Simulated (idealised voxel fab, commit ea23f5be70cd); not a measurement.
process module | voxel transistor to metal
cross-section cut | 170 nm wide | cells 5 nm
A cross-section is a grid of square cells, given in bands from the top down. A band is one or more rows of cells.
Each band's line starts with the height of the band's top and of its bottom, in nm. Then come its materials from left to right, each with its width in nm. One material with "throughout" fills the band from edge to edge. "air" is empty space.
Height 0 is the level under which the wafer as received is all one material. The lowest band goes on downwards, as in "0 down".
A width such as "30 to 40" changes by the same amount from each row of cells to the next, from the band's top row to its bottom row.
"no change" after a step means that no cell of the cross-section changed.
closed voids: empty space of 8 cells or more with no open way to the top, each as width x height at its distance from the left edge, in nm
after a step's settings: what the simulator itself notes on the step
overlay nm, on a step with a mask: how far to the right of its planned place the mask lay; to the left if negative
Each pair below shows a cross-section before one step and the cross-section after it, down to the lowest band that changed. The line under each pair gives the step between them, with its settings. The pairs can come from different runs of this module on the same starting wafer, so a pair continues from the pair above only where its "before" says so.
before
  0 down: Si throughout
  closed voids: none
after
  0 to -5: SiO2 throughout
  below -5: unchanged
  closed voids: none
the step between: op OXIDIZE | depth nm 5
before: the cross-section after the pair above
after
  10 to 0: SiN throughout
  below 0: unchanged
  closed voids: none
the step between: op CONFORMAL_DEP | material SiN | thk nm 10
before: the cross-section after the pair above
after
  20 to 10: aC throughout
  below 10: unchanged
  closed voids: none
the step between: op DIRECTIONAL_DEP | material aC | thk nm 10
before: the cross-section after the pair above
after
  45 to 20: air 30 | resist 105 | air 35
  below 20: unchanged
  closed voids: none
the step between: op PATTERN | tone cover | mask id ACTIVE | material resist | width nm 105 | thk nm 25 | overlay nm 0
before: the cross-section after the pair above
after
  35 to 20: air 30 | resist 105 | air 35
  20 to 10: air 30 | aC 105 | air 35
  below 10: unchanged
  closed voids: none
the step between: op DIRECTIONAL_ETCH | etch materials aC | depth nm 10
before: the cross-section after the pair above
after
  20 to 10: air 30 | aC 105 | air 35
  below 10: unchanged
  closed voids: none
the step between: op STRIP | etch materials resist
before: the cross-section after the pair above
after
  20 to 10: air 30 | aC 105 | air 35
  10 to 0: air 30 | SiN 105 | air 35
  below 0: unchanged
  closed voids: none
the step between: op DIRECTIONAL_ETCH | etch materials SiN | depth nm 10
before: the cross-section after the pair above
after
  20 to 10: air 30 | aC 105 | air 35
  10 to 0: air 30 | SiN 105 | air 35
  0 to -5: air 30 | SiO2 105 | air 35
  below -5: unchanged
  closed voids: none
the step between: op DIRECTIONAL_ETCH | etch materials SiO2 | depth nm 5
before: the cross-section after the pair above
after
  20 to 10: air 30 | aC 105 | air 35
  10 to 0: air 30 | SiN 105 | air 35
  0 to -5: air 30 | SiO2 105 | air 35
  -5 to -35: air 30 | Si 105 | air 35
  below -35: unchanged
  closed voids: none
the step between: op DIRECTIONAL_ETCH | etch materials Si | depth nm 30
before: the cross-section after the pair above
after
  10 to 0: air 30 | SiN 105 | air 35
  below 0: unchanged
  closed voids: none
the step between: op STRIP | etch materials aC
before: the cross-section after the pair above
after
  20 to 10: SiO2 throughout
  10 to 0: SiO2 30 | SiN 105 | SiO2 35
  0 to -5: SiO2 throughout
  -5 to -35: SiO2 30 | Si 105 | SiO2 35
  below -35: unchanged
  closed voids: none
the step between: op FILL_DEP | material SiO2 | thk nm 10
before: the cross-section after the pair above
after
  10 to 0: SiO2 30 | SiN 105 | SiO2 35
  below 0: unchanged
  closed voids: none
the step between: op CMP | height nm 10
before: the cross-section after the pair above
after
  10 to 0: air 30 | SiN 105 | air 35
  below 0: unchanged
  closed voids: none
the step between: op SELECTIVE_ETCH | etch materials SiO2 | depth nm 10
before: the cross-section after the pair above
after
  0 to -5: SiO2 throughout
  below -5: unchanged
  closed voids: none
the step between: op STRIP | etch materials SiN
before: the cross-section after the pair above
after
  -5 to -35: SiO2 30 | Si 105 | SiO2 35
  below -35: unchanged
  closed voids: none
the step between: op SELECTIVE_ETCH | etch materials SiO2 | depth nm 5
before: the cross-section after the pair above
after
  -5 to -10: SiO2 throughout
  below -10: unchanged
  closed voids: none
the step between: op OXIDIZE | depth nm 5
before: the cross-section after the pair above
after
  25 to -5: polySi throughout
  below -5: unchanged
  closed voids: none
the step between: op DIRECTIONAL_DEP | material polySi | thk nm 30
before: the cross-section after the pair above
after
  40 to 25: SiCN throughout
  below 25: unchanged
  closed voids: none
the step between: op DIRECTIONAL_DEP | material SiCN | thk nm 15
before: the cross-section after the pair above
after
  50 to 40: aC throughout
  below 40: unchanged
  closed voids: none
the step between: op DIRECTIONAL_DEP | material aC | thk nm 10
before: the cross-section after the pair above
after
  75 to 50: air 70 | resist 25 | air 75
  below 50: unchanged
  closed voids: none
the step between: op PATTERN | tone cover | mask id GATE | material resist | width nm 25 | thk nm 25 | overlay nm 0
before: the cross-section after the pair above
after
  65 to 50: air 70 | resist 25 | air 75
  50 to 40: air 70 | aC 25 | air 75
  below 40: unchanged
  closed voids: none
the step between: op DIRECTIONAL_ETCH | etch materials aC | depth nm 10
before: the cross-section after the pair above
after
  50 to 40: air 70 | aC 25 | air 75
  below 40: unchanged
  closed voids: none
the step between: op STRIP | etch materials resist
before: the cross-section after the pair above
after
  50 to 40: air 70 | aC 25 | air 75
  40 to 25: air 70 | SiCN 25 | air 75
  below 25: unchanged
  closed voids: none
the step between: op DIRECTIONAL_ETCH | etch materials SiCN | depth nm 25
before: the cross-section after the pair above
after
  50 to 40: air 70 | aC 25 | air 75
  40 to 25: air 70 | SiCN 25 | air 75
  25 to -5: air 70 | polySi 25 | air 75
  below -5: unchanged
  closed voids: none
the step between: op DIRECTIONAL_ETCH | etch materials polySi | depth nm 40
before: the cross-section after the pair above
after
  40 to 25: air 70 | SiCN 25 | air 75
  below 25: unchanged
  closed voids: none
the step between: op STRIP | etch materials aC
before: the cross-section after the pair above
after
  50 to 40: air 60 | SiN 45 | air 65
  40 to 25: air 60 | SiN 10 | SiCN 25 | SiN 10 | air 65
  25 to 5: air 60 | SiN 10 | polySi 25 | SiN 10 | air 65
  5 to -5: SiN 70 | polySi 25 | SiN 75
  below -5: unchanged
  closed voids: none
the step between: op CONFORMAL_DEP | material SiN | thk nm 10
before: the cross-section after the pair above
after
  40 to 25: air 60 | SiN 10 | SiCN 25 | SiN 10 | air 65
  25 to -5: air 60 | SiN 10 | polySi 25 | SiN 10 | air 65
  below -5: unchanged
  closed voids: none
the step between: op DIRECTIONAL_ETCH | etch materials SiN | depth nm 10
before: the cross-section after the pair above
after
  40 to 25: air 60 | SiN 10 | SiCN 25 | SiN 10 | air 65
  25 to -5: air 60 | SiN 10 | polySi 25 | SiN 10 | air 65
  -5 to -10: air 60 | SiO2 45 | air 65
  below -10: unchanged
  closed voids: none
the step between: op DIRECTIONAL_ETCH | etch materials SiO2 | depth nm 5
before: the cross-section after the pair above
after
  40 to 25: air 60 | SiN 10 | SiCN 25 | SiN 10 | air 65
  25 to -5: air 60 | SiN 10 | polySi 25 | SiN 10 | air 65
  -5 to -10: air 60 | SiO2 45 | air 65
  -10 to -15: SiO2 30 | air 30 | Si 45 | air 30 | SiO2 35
  below -15: unchanged
  closed voids: none
the step between: op DIRECTIONAL_ETCH | etch materials Si | depth nm 5
before: the cross-section after the pair above
after
  40 to 25: air 60 | SiN 10 | SiCN 25 | SiN 10 | air 65
  25 to -5: air 60 | SiN 10 | polySi 25 | SiN 10 | air 65
  -5 to -10: air 55 | nSi 5 | SiO2 45 | nSi 5 | air 60
  -10 to -15: SiO2 30 | nSi 30 | Si 45 | nSi 30 | SiO2 35
  below -15: unchanged
  closed voids: none
the step between: op EPI | material nSi | thk nm 5
before: the cross-section after the pair above
after
  45 to 40: SiO2 throughout
  40 to 25: SiO2 60 | SiN 10 | SiCN 25 | SiN 10 | SiO2 65
  25 to -5: SiO2 60 | SiN 10 | polySi 25 | SiN 10 | SiO2 65
  -5 to -10: SiO2 55 | nSi 5 | SiO2 45 | nSi 5 | SiO2 60
  below -10: unchanged
  closed voids: none
the step between: op FILL_DEP | material SiO2 | thk nm 5
before: the cross-section after the pair above
after
  25 to -5: SiO2 60 | SiN 10 | polySi 25 | SiN 10 | SiO2 65
  below -5: unchanged
  closed voids: none
the step between: op CMP | height nm 25
before: the cross-section after the pair above
after
  25 to -5: SiO2 60 | SiN 10 | air 25 | SiN 10 | SiO2 65
  below -5: unchanged
  closed voids: none
the step between: op STRIP | etch materials polySi
before: the cross-section after the pair above
after
  25 to 20: air 60 | SiN 10 | air 25 | SiN 10 | air 65
  20 to -5: SiO2 60 | SiN 10 | air 25 | SiN 10 | SiO2 65
  -5 to -10: SiO2 55 | nSi 5 | SiO2 5 | air 35 | SiO2 5 | nSi 5 | SiO2 60
  below -10: unchanged
  closed voids: none
the step between: op SELECTIVE_ETCH | etch materials SiO2 | depth nm 5
before: the cross-section after the pair above
after
  30 to 25: air 55 | HfO2 20 | air 15 | HfO2 20 | air 60
  25 to 20: HfO2 60 | SiN 10 | HfO2 5 | air 15 | HfO2 5 | SiN 10 | HfO2 65
  20 to -5: SiO2 60 | SiN 10 | HfO2 5 | air 15 | HfO2 5 | SiN 10 | SiO2 65
  -5 to -10: SiO2 55 | nSi 5 | SiO2 5 | HfO2 35 | SiO2 5 | nSi 5 | SiO2 60
  below -10: unchanged
  closed voids: none
the step between: op CONFORMAL_DEP | material HfO2 | thk nm 5
before: the cross-section after the pair above
after
  35 to 30: air 50 | TiN 30 | air 5 | TiN 30 | air 55
  30 to 25: TiN 55 | HfO2 20 | TiN 5 | air 5 | TiN 5 | HfO2 20 | TiN 60
  25 to 20: HfO2 60 | SiN 10 | HfO2 5 | TiN 5 | air 5 | TiN 5 | HfO2 5 | SiN 10 | HfO2 65
  20 to 0: SiO2 60 | SiN 10 | HfO2 5 | TiN 5 | air 5 | TiN 5 | HfO2 5 | SiN 10 | SiO2 65
  0 to -5: SiO2 60 | SiN 10 | HfO2 5 | TiN 15 | HfO2 5 | SiN 10 | SiO2 65
  below -5: unchanged
  closed voids: none
the step between: op CONFORMAL_DEP | material TiN | thk nm 5
before: the cross-section after the pair above
after
  40 to 35: W throughout
  35 to 30: W 50 | TiN 30 | W 5 | TiN 30 | W 55
  30 to 25: TiN 55 | HfO2 20 | TiN 5 | W 5 | TiN 5 | HfO2 20 | TiN 60
  25 to 20: HfO2 60 | SiN 10 | HfO2 5 | TiN 5 | W 5 | TiN 5 | HfO2 5 | SiN 10 | HfO2 65
  20 to 0: SiO2 60 | SiN 10 | HfO2 5 | TiN 5 | W 5 | TiN 5 | HfO2 5 | SiN 10 | SiO2 65
  below 0: unchanged
  closed voids: none
the step between: op FILL_DEP | material W | thk nm 5
before: the cross-section after the pair above
after
  20 to 0: SiO2 60 | SiN 10 | HfO2 5 | TiN 5 | W 5 | TiN 5 | HfO2 5 | SiN 10 | SiO2 65
  below 0: unchanged
  closed voids: none
the step between: op CMP | height nm 20
before: the cross-section after the pair above
after
  30 to 20: SiO2 throughout
  below 20: unchanged
  closed voids: none
the step between: op DIRECTIONAL_DEP | material SiO2 | thk nm 10
before: the cross-section after the pair above
after
  30 to 20: SiO2 35 | air 20 | SiO2 55 | air 20 | SiO2 40
  20 to 0: SiO2 35 | air 20 | SiO2 5 | SiN 10 | HfO2 5 | TiN 5 | W 5 | TiN 5 | HfO2 5 | SiN 10 | SiO2 5 | air 20 | SiO2 40
  0 to -5: SiO2 35 | air 20 | SiO2 5 | SiN 10 | HfO2 5 | TiN 15 | HfO2 5 | SiN 10 | SiO2 5 | air 20 | SiO2 40
  -5 to -10: SiO2 35 | air 20 | nSi 5 | SiO2 5 | HfO2 35 | SiO2 5 | nSi 5 | air 20 | SiO2 40
  below -10: unchanged
  closed voids: none
the step between: op MASKED_ETCH | tone open | mask id CONTACT | width nm 20 | pitch nm 75 | etch materials SiO2 | depth nm 40 | overlay nm 0
before: the cross-section after the pair above
after
  35 to 30: TiN 40 | air 10 | TiN 65 | air 10 | TiN 45
  30 to 20: SiO2 35 | TiN 5 | air 10 | TiN 5 | SiO2 55 | TiN 5 | air 10 | TiN 5 | SiO2 40
  20 to 0: SiO2 35 | TiN 5 | air 10 | TiN 5 | SiO2 5 | SiN 10 | HfO2 5 | TiN 5 | W 5 | TiN 5 | HfO2 5 | SiN 10 | SiO2 5 | TiN 5 | air 10 | TiN 5 | SiO2 40
  0 to -5: SiO2 35 | TiN 5 | air 10 | TiN 5 | SiO2 5 | SiN 10 | HfO2 5 | TiN 15 | HfO2 5 | SiN 10 | SiO2 5 | TiN 5 | air 10 | TiN 5 | SiO2 40
  -5 to -10: SiO2 35 | TiN 20 | nSi 5 | SiO2 5 | HfO2 35 | SiO2 5 | nSi 5 | TiN 20 | SiO2 40
  below -10: unchanged
  closed voids: none
the step between: op CONFORMAL_DEP | material TiN | thk nm 5
before: the cross-section after the pair above
after
  45 to 35: Ru throughout
  35 to 30: TiN 40 | Ru 10 | TiN 65 | Ru 10 | TiN 45
  30 to 20: SiO2 35 | TiN 5 | Ru 10 | TiN 5 | SiO2 55 | TiN 5 | Ru 10 | TiN 5 | SiO2 40
  20 to 0: SiO2 35 | TiN 5 | Ru 10 | TiN 5 | SiO2 5 | SiN 10 | HfO2 5 | TiN 5 | W 5 | TiN 5 | HfO2 5 | SiN 10 | SiO2 5 | TiN 5 | Ru 10 | TiN 5 | SiO2 40
  0 to -5: SiO2 35 | TiN 5 | Ru 10 | TiN 5 | SiO2 5 | SiN 10 | HfO2 5 | TiN 15 | HfO2 5 | SiN 10 | SiO2 5 | TiN 5 | Ru 10 | TiN 5 | SiO2 40
  below -5: unchanged
  closed voids: none
the step between: op FILL_DEP | material Ru | thk nm 10
before: the cross-section after the pair above
after
  30 to 20: SiO2 35 | TiN 5 | Ru 10 | TiN 5 | SiO2 55 | TiN 5 | Ru 10 | TiN 5 | SiO2 40
  below 20: unchanged
  closed voids: none
the step between: op CMP | height nm 30
before: the cross-section after the pair above
after
  35 to 30: SiCN throughout
  below 30: unchanged
  closed voids: none
the step between: op CONFORMAL_DEP | material SiCN | thk nm 5
before: the cross-section after the pair above
after
  60 to 35: SiO2 throughout
  below 35: unchanged
  closed voids: none
the step between: op DIRECTIONAL_DEP | material SiO2 | thk nm 25
before: the cross-section after the pair above
after
  70 to 60: aC throughout
  below 60: unchanged
  closed voids: none
the step between: op DIRECTIONAL_DEP | material aC | thk nm 10
before: the cross-section after the pair above
after
  100 to 70: resist 35 | air 20 | resist 55 | air 20 | resist 40
  below 70: unchanged
  closed voids: none
the step between: op PATTERN | tone open | mask id METAL_1 | material resist | width nm 20 | pitch nm 75 | thk nm 30 | overlay nm 0
before: the cross-section after the pair above
after
  90 to 70: resist 35 | air 20 | resist 55 | air 20 | resist 40
  70 to 60: aC 35 | air 20 | aC 55 | air 20 | aC 40
  below 60: unchanged
  closed voids: none
the step between: op DIRECTIONAL_ETCH | etch materials aC | depth nm 10
before: the cross-section after the pair above
after
  70 to 60: aC 35 | air 20 | aC 55 | air 20 | aC 40
  below 60: unchanged
  closed voids: none
the step between: op STRIP | etch materials resist
before: the cross-section after the pair above
after
  70 to 60: aC 35 | air 20 | aC 55 | air 20 | aC 40
  60 to 35: SiO2 35 | air 20 | SiO2 55 | air 20 | SiO2 40
  below 35: unchanged
  closed voids: none
the step between: op DIRECTIONAL_ETCH | etch materials SiO2 | depth nm 25
before: the cross-section after the pair above
after
  70 to 60: aC 35 | air 20 | aC 55 | air 20 | aC 40
  60 to 35: SiO2 35 | air 20 | SiO2 55 | air 20 | SiO2 40
  35 to 30: SiCN 35 | air 20 | SiCN 55 | air 20 | SiCN 40
  below 30: unchanged
  closed voids: none
the step between: op DIRECTIONAL_ETCH | etch materials SiCN | depth nm 5
before: the cross-section after the pair above
after
  60 to 35: SiO2 35 | air 20 | SiO2 55 | air 20 | SiO2 40
  below 35: unchanged
  closed voids: none
the step between: op STRIP | etch materials aC
before: the cross-section after the pair above
after
  65 to 60: TiN 40 | air 10 | TiN 65 | air 10 | TiN 45
  60 to 35: SiO2 35 | TiN 5 | air 10 | TiN 5 | SiO2 55 | TiN 5 | air 10 | TiN 5 | SiO2 40
  35 to 30: SiCN 35 | TiN 20 | SiCN 55 | TiN 20 | SiCN 40
  below 30: unchanged
  closed voids: none
the step between: op CONFORMAL_DEP | material TiN | thk nm 5
before: the cross-section after the pair above
after
  70 to 65: Cu throughout
  65 to 60: TiN 40 | Cu 10 | TiN 65 | Cu 10 | TiN 45
  60 to 35: SiO2 35 | TiN 5 | Cu 10 | TiN 5 | SiO2 55 | TiN 5 | Cu 10 | TiN 5 | SiO2 40
  below 35: unchanged
  closed voids: none
the step between: op FILL_DEP | material Cu | thk nm 5
before: the cross-section after the pair above
after
  60 to 35: SiO2 35 | TiN 5 | Cu 10 | TiN 5 | SiO2 55 | TiN 5 | Cu 10 | TiN 5 | SiO2 40
  below 35: unchanged
  closed voids: none
the step between: op CMP | height nm 60
before: the cross-section after the pair above
after
  65 to 60: SiN throughout
  below 60: unchanged
  closed voids: none
the step between: op CONFORMAL_DEP | material SiN | thk nm 5
before
  45 to 35: Ru throughout
  35 to 30: TiN 40 | Ru 10 | TiN 65 | Ru 10 | TiN 45
  30 to 20: SiO2 35 | TiN 5 | Ru 10 | TiN 5 | SiO2 55 | TiN 5 | Ru 10 | TiN 5 | SiO2 40
  20 to 0: SiO2 35 | TiN 5 | Ru 10 | TiN 5 | SiO2 5 | SiN 10 | HfO2 5 | TiN 5 | W 5 | TiN 5 | HfO2 5 | SiN 10 | SiO2 5 | TiN 5 | Ru 10 | TiN 5 | SiO2 40
  0 to -5: SiO2 35 | TiN 5 | Ru 10 | TiN 5 | SiO2 5 | SiN 10 | HfO2 5 | TiN 15 | HfO2 5 | SiN 10 | SiO2 5 | TiN 5 | Ru 10 | TiN 5 | SiO2 40
  -5 to -10: SiO2 35 | TiN 20 | nSi 5 | SiO2 5 | HfO2 35 | SiO2 5 | nSi 5 | TiN 20 | SiO2 40
  -10 to -15: SiO2 30 | nSi 30 | Si 45 | nSi 30 | SiO2 35
  -15 to -35: SiO2 30 | Si 105 | SiO2 35
  -35 down: Si throughout
  closed voids: none
after
  50 to 45: SiCN throughout
  below 45: unchanged
  closed voids: none
the step between: op CONFORMAL_DEP | material SiCN | thk nm 5
before: the cross-section after the pair above
after
  75 to 50: SiO2 throughout
  below 50: unchanged
  closed voids: none
the step between: op DIRECTIONAL_DEP | material SiO2 | thk nm 25
before: the cross-section after the pair above
after
  85 to 75: aC throughout
  below 75: unchanged
  closed voids: none
the step between: op DIRECTIONAL_DEP | material aC | thk nm 10
before: the cross-section after the pair above
after
  115 to 85: resist 35 | air 20 | resist 55 | air 20 | resist 40
  below 85: unchanged
  closed voids: none
the step between: op PATTERN | tone open | mask id METAL_1 | material resist | width nm 20 | pitch nm 75 | thk nm 30 | overlay nm 0
before: the cross-section after the pair above
after
  105 to 85: resist 35 | air 20 | resist 55 | air 20 | resist 40
  85 to 75: aC 35 | air 20 | aC 55 | air 20 | aC 40
  below 75: unchanged
  closed voids: none
the step between: op DIRECTIONAL_ETCH | etch materials aC | depth nm 10
before: the cross-section after the pair above
after
  85 to 75: aC 35 | air 20 | aC 55 | air 20 | aC 40
  below 75: unchanged
  closed voids: none
the step between: op STRIP | etch materials resist
before: the cross-section after the pair above
after
  85 to 75: aC 35 | air 20 | aC 55 | air 20 | aC 40
  75 to 50: SiO2 35 | air 20 | SiO2 55 | air 20 | SiO2 40
  below 50: unchanged
  closed voids: none
the step between: op DIRECTIONAL_ETCH | etch materials SiO2 | depth nm 25
before: the cross-section after the pair above
after
  85 to 75: aC 35 | air 20 | aC 55 | air 20 | aC 40
  75 to 50: SiO2 35 | air 20 | SiO2 55 | air 20 | SiO2 40
  50 to 45: SiCN 35 | air 20 | SiCN 55 | air 20 | SiCN 40
  below 45: unchanged
  closed voids: none
the step between: op DIRECTIONAL_ETCH | etch materials SiCN | depth nm 5
before: the cross-section after the pair above
after
  75 to 50: SiO2 35 | air 20 | SiO2 55 | air 20 | SiO2 40
  below 50: unchanged
  closed voids: none
the step between: op STRIP | etch materials aC
before: the cross-section after the pair above
after
  80 to 75: TiN 40 | air 10 | TiN 65 | air 10 | TiN 45
  75 to 50: SiO2 35 | TiN 5 | air 10 | TiN 5 | SiO2 55 | TiN 5 | air 10 | TiN 5 | SiO2 40
  50 to 45: SiCN 35 | TiN 20 | SiCN 55 | TiN 20 | SiCN 40
  below 45: unchanged
  closed voids: none
the step between: op CONFORMAL_DEP | material TiN | thk nm 5
before: the cross-section after the pair above
after
  85 to 80: Cu throughout
  80 to 75: TiN 40 | Cu 10 | TiN 65 | Cu 10 | TiN 45
  75 to 50: SiO2 35 | TiN 5 | Cu 10 | TiN 5 | SiO2 55 | TiN 5 | Cu 10 | TiN 5 | SiO2 40
  below 50: unchanged
  closed voids: none
the step between: op FILL_DEP | material Cu | thk nm 5
before: the cross-section after the pair above
after
  60 to 50: SiO2 35 | TiN 5 | Cu 10 | TiN 5 | SiO2 55 | TiN 5 | Cu 10 | TiN 5 | SiO2 40
  below 50: unchanged
  closed voids: none
the step between: op CMP | height nm 60
before: the cross-section after the pair above
after
  65 to 60: SiN throughout
  below 60: unchanged
  closed voids: none
the step between: op CONFORMAL_DEP | material SiN | thk nm 5
before
  20 to 10: air 30 | aC 105 | air 35
  10 to 0: air 30 | SiN 105 | air 35
  0 to -5: air 30 | SiO2 105 | air 35
  -5 to -35: air 30 | Si 105 | air 35
  -35 down: Si throughout
  closed voids: none
after
  20 to 10: air 30 | aC 105 | air 35
  10 to 0: air 30 | SiN 105 | air 35
  0 to -5: air 30 | SiO2 105 | air 35
  -5 to -65: air 30 | Si 105 | air 35
  below -65: unchanged
  closed voids: none
the step between: op DIRECTIONAL_ETCH | etch materials Si | depth nm 30
before: the cross-section after the pair above
after
  10 to 0: air 30 | SiN 105 | air 35
  below 0: unchanged
  closed voids: none
the step between: op STRIP | etch materials aC
before: the cross-section after the pair above
after
  20 to 10: SiO2 throughout
  10 to 0: SiO2 30 | SiN 105 | SiO2 35
  0 to -5: SiO2 throughout
  -5 to -65: SiO2 30 | Si 105 | SiO2 35
  below -65: unchanged
  closed voids: none
the step between: op FILL_DEP | material SiO2 | thk nm 10
before: the cross-section after the pair above
after
  10 to 0: SiO2 30 | SiN 105 | SiO2 35
  below 0: unchanged
  closed voids: none
the step between: op CMP | height nm 10
before: the cross-section after the pair above
after
  10 to 0: air 30 | SiN 105 | air 35
  below 0: unchanged
  closed voids: none
the step between: op SELECTIVE_ETCH | etch materials SiO2 | depth nm 10
before: the cross-section after the pair above
after
  0 to -5: SiO2 throughout
  below -5: unchanged
  closed voids: none
the step between: op STRIP | etch materials SiN
before: the cross-section after the pair above
after
  -5 to -65: SiO2 30 | Si 105 | SiO2 35
  below -65: unchanged
  closed voids: none
the step between: op SELECTIVE_ETCH | etch materials SiO2 | depth nm 5
before: the cross-section after the pair above
after
  -5 to -10: SiO2 throughout
  below -10: unchanged
  closed voids: none
the step between: op OXIDIZE | depth nm 5
before: the cross-section after the pair above
after
  25 to -5: polySi throughout
  below -5: unchanged
  closed voids: none
the step between: op DIRECTIONAL_DEP | material polySi | thk nm 30
before: the cross-section after the pair above
after
  40 to 25: SiCN throughout
  below 25: unchanged
  closed voids: none
the step between: op DIRECTIONAL_DEP | material SiCN | thk nm 15
before: the cross-section after the pair above
after
  50 to 40: aC throughout
  below 40: unchanged
  closed voids: none
the step between: op DIRECTIONAL_DEP | material aC | thk nm 10
before: the cross-section after the pair above
after
  75 to 50: air 70 | resist 25 | air 75
  below 50: unchanged
  closed voids: none
the step between: op PATTERN | tone cover | mask id GATE | material resist | width nm 25 | thk nm 25 | overlay nm 0
before: the cross-section after the pair above
after
  65 to 50: air 70 | resist 25 | air 75
  50 to 40: air 70 | aC 25 | air 75
  below 40: unchanged
  closed voids: none
the step between: op DIRECTIONAL_ETCH | etch materials aC | depth nm 10
before: the cross-section after the pair above
after
  50 to 40: air 70 | aC 25 | air 75
  below 40: unchanged
  closed voids: none
the step between: op STRIP | etch materials resist
before: the cross-section after the pair above
after
  50 to 40: air 70 | aC 25 | air 75
  40 to 25: air 70 | SiCN 25 | air 75
  below 25: unchanged
  closed voids: none
the step between: op DIRECTIONAL_ETCH | etch materials SiCN | depth nm 25
before: the cross-section after the pair above
after
  50 to 40: air 70 | aC 25 | air 75
  40 to 25: air 70 | SiCN 25 | air 75
  25 to -5: air 70 | polySi 25 | air 75
  below -5: unchanged
  closed voids: none
the step between: op DIRECTIONAL_ETCH | etch materials polySi | depth nm 40
before: the cross-section after the pair above
after
  40 to 25: air 70 | SiCN 25 | air 75
  below 25: unchanged
  closed voids: none
the step between: op STRIP | etch materials aC
before: the cross-section after the pair above
after
  50 to 40: air 60 | SiN 45 | air 65
  40 to 25: air 60 | SiN 10 | SiCN 25 | SiN 10 | air 65
  25 to 5: air 60 | SiN 10 | polySi 25 | SiN 10 | air 65
  5 to -5: SiN 70 | polySi 25 | SiN 75
  below -5: unchanged
  closed voids: none
the step between: op CONFORMAL_DEP | material SiN | thk nm 10
before: the cross-section after the pair above
after
  40 to 25: air 60 | SiN 10 | SiCN 25 | SiN 10 | air 65
  25 to -5: air 60 | SiN 10 | polySi 25 | SiN 10 | air 65
  below -5: unchanged
  closed voids: none
the step between: op DIRECTIONAL_ETCH | etch materials SiN | depth nm 10
before: the cross-section after the pair above
after
  40 to 25: air 60 | SiN 10 | SiCN 25 | SiN 10 | air 65
  25 to -5: air 60 | SiN 10 | polySi 25 | SiN 10 | air 65
  -5 to -10: air 60 | SiO2 45 | air 65
  below -10: unchanged
  closed voids: none
the step between: op DIRECTIONAL_ETCH | etch materials SiO2 | depth nm 5
before: the cross-section after the pair above
after
  40 to 25: air 60 | SiN 10 | SiCN 25 | SiN 10 | air 65
  25 to -5: air 60 | SiN 10 | polySi 25 | SiN 10 | air 65
  -5 to -10: air 60 | SiO2 45 | air 65
  -10 to -15: SiO2 30 | air 30 | Si 45 | air 30 | SiO2 35
  below -15: unchanged
  closed voids: none
the step between: op DIRECTIONAL_ETCH | etch materials Si | depth nm 5
before: the cross-section after the pair above
after
  40 to 25: air 60 | SiN 10 | SiCN 25 | SiN 10 | air 65
  25 to -5: air 60 | SiN 10 | polySi 25 | SiN 10 | air 65
  -5 to -10: air 55 | nSi 5 | SiO2 45 | nSi 5 | air 60
  -10 to -15: SiO2 30 | nSi 30 | Si 45 | nSi 30 | SiO2 35
  below -15: unchanged
  closed voids: none
the step between: op EPI | material nSi | thk nm 5
before: the cross-section after the pair above
after
  45 to 40: SiO2 throughout
  40 to 25: SiO2 60 | SiN 10 | SiCN 25 | SiN 10 | SiO2 65
  25 to -5: SiO2 60 | SiN 10 | polySi 25 | SiN 10 | SiO2 65
  -5 to -10: SiO2 55 | nSi 5 | SiO2 45 | nSi 5 | SiO2 60
  below -10: unchanged
  closed voids: none
the step between: op FILL_DEP | material SiO2 | thk nm 5
before: the cross-section after the pair above
after
  25 to -5: SiO2 60 | SiN 10 | polySi 25 | SiN 10 | SiO2 65
  below -5: unchanged
  closed voids: none
the step between: op CMP | height nm 25
before: the cross-section after the pair above
after
  25 to -5: SiO2 60 | SiN 10 | air 25 | SiN 10 | SiO2 65
  below -5: unchanged
  closed voids: none
the step between: op STRIP | etch materials polySi
before: the cross-section after the pair above
after
  25 to 20: air 60 | SiN 10 | air 25 | SiN 10 | air 65
  20 to -5: SiO2 60 | SiN 10 | air 25 | SiN 10 | SiO2 65
  -5 to -10: SiO2 55 | nSi 5 | SiO2 5 | air 35 | SiO2 5 | nSi 5 | SiO2 60
  below -10: unchanged
  closed voids: none
the step between: op SELECTIVE_ETCH | etch materials SiO2 | depth nm 5
before: the cross-section after the pair above
after
  30 to 25: air 55 | HfO2 20 | air 15 | HfO2 20 | air 60
  25 to 20: HfO2 60 | SiN 10 | HfO2 5 | air 15 | HfO2 5 | SiN 10 | HfO2 65
  20 to -5: SiO2 60 | SiN 10 | HfO2 5 | air 15 | HfO2 5 | SiN 10 | SiO2 65
  -5 to -10: SiO2 55 | nSi 5 | SiO2 5 | HfO2 35 | SiO2 5 | nSi 5 | SiO2 60
  below -10: unchanged
  closed voids: none
the step between: op CONFORMAL_DEP | material HfO2 | thk nm 5
before: the cross-section after the pair above
after
  35 to 30: air 50 | TiN 30 | air 5 | TiN 30 | air 55
  30 to 25: TiN 55 | HfO2 20 | TiN 5 | air 5 | TiN 5 | HfO2 20 | TiN 60
  25 to 20: HfO2 60 | SiN 10 | HfO2 5 | TiN 5 | air 5 | TiN 5 | HfO2 5 | SiN 10 | HfO2 65
  20 to 0: SiO2 60 | SiN 10 | HfO2 5 | TiN 5 | air 5 | TiN 5 | HfO2 5 | SiN 10 | SiO2 65
  0 to -5: SiO2 60 | SiN 10 | HfO2 5 | TiN 15 | HfO2 5 | SiN 10 | SiO2 65
  below -5: unchanged
  closed voids: none
the step between: op CONFORMAL_DEP | material TiN | thk nm 5
before: the cross-section after the pair above
after
  40 to 35: W throughout
  35 to 30: W 50 | TiN 30 | W 5 | TiN 30 | W 55
  30 to 25: TiN 55 | HfO2 20 | TiN 5 | W 5 | TiN 5 | HfO2 20 | TiN 60
  25 to 20: HfO2 60 | SiN 10 | HfO2 5 | TiN 5 | W 5 | TiN 5 | HfO2 5 | SiN 10 | HfO2 65
  20 to 0: SiO2 60 | SiN 10 | HfO2 5 | TiN 5 | W 5 | TiN 5 | HfO2 5 | SiN 10 | SiO2 65
  below 0: unchanged
  closed voids: none
the step between: op FILL_DEP | material W | thk nm 5
before: the cross-section after the pair above
after
  20 to 0: SiO2 60 | SiN 10 | HfO2 5 | TiN 5 | W 5 | TiN 5 | HfO2 5 | SiN 10 | SiO2 65
  below 0: unchanged
  closed voids: none
the step between: op CMP | height nm 20
before: the cross-section after the pair above
after
  30 to 20: SiO2 throughout
  below 20: unchanged
  closed voids: none
the step between: op DIRECTIONAL_DEP | material SiO2 | thk nm 10
